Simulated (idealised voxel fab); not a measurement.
process module | voxel capacitor over wiring
cross-section cut | 245 nm wide | cells 5 nm
A cross-section is a grid of square cells, given in bands from the top down. A band is one or more rows of cells.
Each band's line starts with the height of the band's top and of its bottom, in nm. Then come its materials from left to right, each with its width in nm. One material with "throughout" fills the band from edge to edge. "air" is empty space.
Height 0 is the level under which the wafer as received is all one material. The lowest band goes on downwards, as in "0 down".
A width such as "30 to 40" changes by the same amount from each row of cells to the next, from the band's top row to its bottom row.
"no change" after a step means that no cell of the cross-section changed.
closed voids: empty space of 8 cells or more with no open way to the top, each as width x height at its distance from the left edge, in nm
after a step's settings: what the simulator itself notes on the step
overlay nm, on a step with a mask: how far to the right of its planned place the mask lay; to the left if negative
plan
1 op RECEIVE | material Si
2 op CONFORMAL_DEP | material SiO2 | thk nm 15
3 op DIRECTIONAL_DEP | material TiN | thk nm 5
4 op DIRECTIONAL_DEP | material Ru | thk nm 20
5 op PATTERN | tone cover | mask id METAL_1 | material resist | width nm 25 | pitch nm 75 | thk nm 20 | overlay nm 0
6 op DIRECTIONAL_ETCH | etch materials Ru | depth nm 20
7 op DIRECTIONAL_ETCH | etch materials TiN | depth nm 5
8 op STRIP | etch materials resist
9 op CONFORMAL_DEP | material SiN | thk nm 5
10 op FILL_DEP | material lowk | thk nm 10
11 op CMP | height nm 40
12 op CONFORMAL_DEP | material SiCN | thk nm 5
13 op DIRECTIONAL_DEP | material SiO2 | thk nm 10
14 op PATTERN | tone open | mask id PLUG_1 | material resist | width nm 15 | thk nm 20 | overlay nm 0
15 op DIRECTIONAL_ETCH | etch materials SiO2 | depth nm 10
16 op DIRECTIONAL_ETCH | etch materials SiCN | depth nm 5
17 op STRIP | etch materials resist
18 op CONFORMAL_DEP | material TiN | thk nm 5
19 op FILL_DEP | material Ru | thk nm 5
20 op CMP | height nm 55
21 op DIRECTIONAL_DEP | material TiN | thk nm 5
22 op DIRECTIONAL_DEP | material HfO2 | thk nm 5
23 op DIRECTIONAL_DEP | material TiN | thk nm 10
24 op DIRECTIONAL_DEP | material aC | thk nm 10
25 op PATTERN | tone cover | mask id UPPER_PLATE | material resist | width nm 55 | thk nm 30 | overlay nm 0
26 op DIRECTIONAL_ETCH | etch materials aC | depth nm 10
27 op STRIP | etch materials resist
28 op DIRECTIONAL_ETCH | etch materials TiN | depth nm 10
29 op DIRECTIONAL_ETCH | etch materials HfO2 | depth nm 5
30 op STRIP | etch materials aC
31 op DIRECTIONAL_DEP | material aC | thk nm 15
32 op PATTERN | tone cover | mask id LOWER_PLATE | material resist | width nm 65 | thk nm 30 | overlay nm 0
33 op DIRECTIONAL_ETCH | etch materials aC | depth nm 15
34 op STRIP | etch materials resist
35 op DIRECTIONAL_ETCH | etch materials TiN | depth nm 5
36 op STRIP | etch materials aC
37 op FILL_DEP | material SiO2 | thk nm 20
38 op CMP | height nm 90
39 op DIRECTIONAL_DEP | material aC | thk nm 10
40 op PATTERN | tone open | mask id PLUG_2 | material resist | width nm 15 | thk nm 30 | overlay nm 0
41 op DIRECTIONAL_ETCH | etch materials aC | depth nm 10
42 op STRIP | etch materials resist
43 op DIRECTIONAL_ETCH | etch materials SiO2 | depth nm 15
44 op STRIP | etch materials aC
45 op CONFORMAL_DEP | material TiN | thk nm 5
46 op FILL_DEP | material Cu | thk nm 10
47 op CMP | height nm 90
48 op CONFORMAL_DEP | material SiCN | thk nm 5
varied across the wafers: thk nm of step 18. The plan shows the first wafer's value. All wafers start alike
first wafer as received, after step 1
  0 down: Si throughout
  closed voids: none
first wafer at the end, after step 48
  95 to 90: SiCN throughout
  90 to 80: SiO2 90 | TiN 5 | Cu 5 | TiN 5 | SiO2 140
  80 to 75: SiO2 90 | TiN 15 | SiO2 140
  75 to 65: SiO2 80 | TiN 55 | SiO2 110
  65 to 60: SiO2 80 | HfO2 55 | SiO2 110
  60 to 55: SiO2 75 | TiN 65 | SiO2 105
  55 to 45: SiO2 80 | TiN 5 | Ru 5 | TiN 5 | SiO2 150
  45 to 40: SiCN 80 | TiN 15 | SiCN 150
  40 to 20: lowk 65 | SiN 5 | Ru 25 | SiN 5 | lowk 40 | SiN 5 | Ru 25 | SiN 5 | lowk 70
  20 to 15: SiN 70 | TiN 25 | SiN 50 | TiN 25 | SiN 75
  15 to 0: SiO2 throughout
  0 down: Si throughout
  closed voids: none
last wafer at the end
  95 to 90: SiCN throughout
  90 to 80: SiO2 90 | TiN 5 | Cu 5 | TiN 5 | SiO2 140
  80 to 75: SiO2 90 | TiN 15 | SiO2 140
  75 to 65: SiO2 80 | TiN 55 | SiO2 110
  65 to 60: SiO2 80 | HfO2 55 | SiO2 110
  60 to 55: SiO2 75 | TiN 65 | SiO2 105
  55 to 45: SiO2 80 | TiN 15 | SiO2 150
  45 to 40: SiCN 80 | TiN 15 | SiCN 150
  40 to 20: lowk 65 | SiN 5 | Ru 25 | SiN 5 | lowk 40 | SiN 5 | Ru 25 | SiN 5 | lowk 70
  20 to 15: SiN 70 | TiN 25 | SiN 50 | TiN 25 | SiN 75
  15 to 0: SiO2 throughout
  0 down: Si throughout
  closed voids: none
each wafer at the end: cells of each material gained (+) or lost (-) since it was received, then its closed voids
thk nm 5 | +2 Cu | +11 HfO2 | +42 Ru | +95 SiCN | +55 SiN | +527 SiO2 | +59 TiN | +140 lowk | closed voids: none
thk nm 10 | +2 Cu | +11 HfO2 | +40 Ru | +95 SiCN | +55 SiN | +527 SiO2 | +61 TiN | +140 lowk | closed voids: none
thk nm 15 | +2 Cu | +11 HfO2 | +40 Ru | +95 SiCN | +55 SiN | +527 SiO2 | +61 TiN | +140 lowk | closed voids: none
thk nm 20 | +2 Cu | +11 HfO2 | +40 Ru | +95 SiCN | +55 SiN | +527 SiO2 | +61 TiN | +140 lowk | closed voids: none
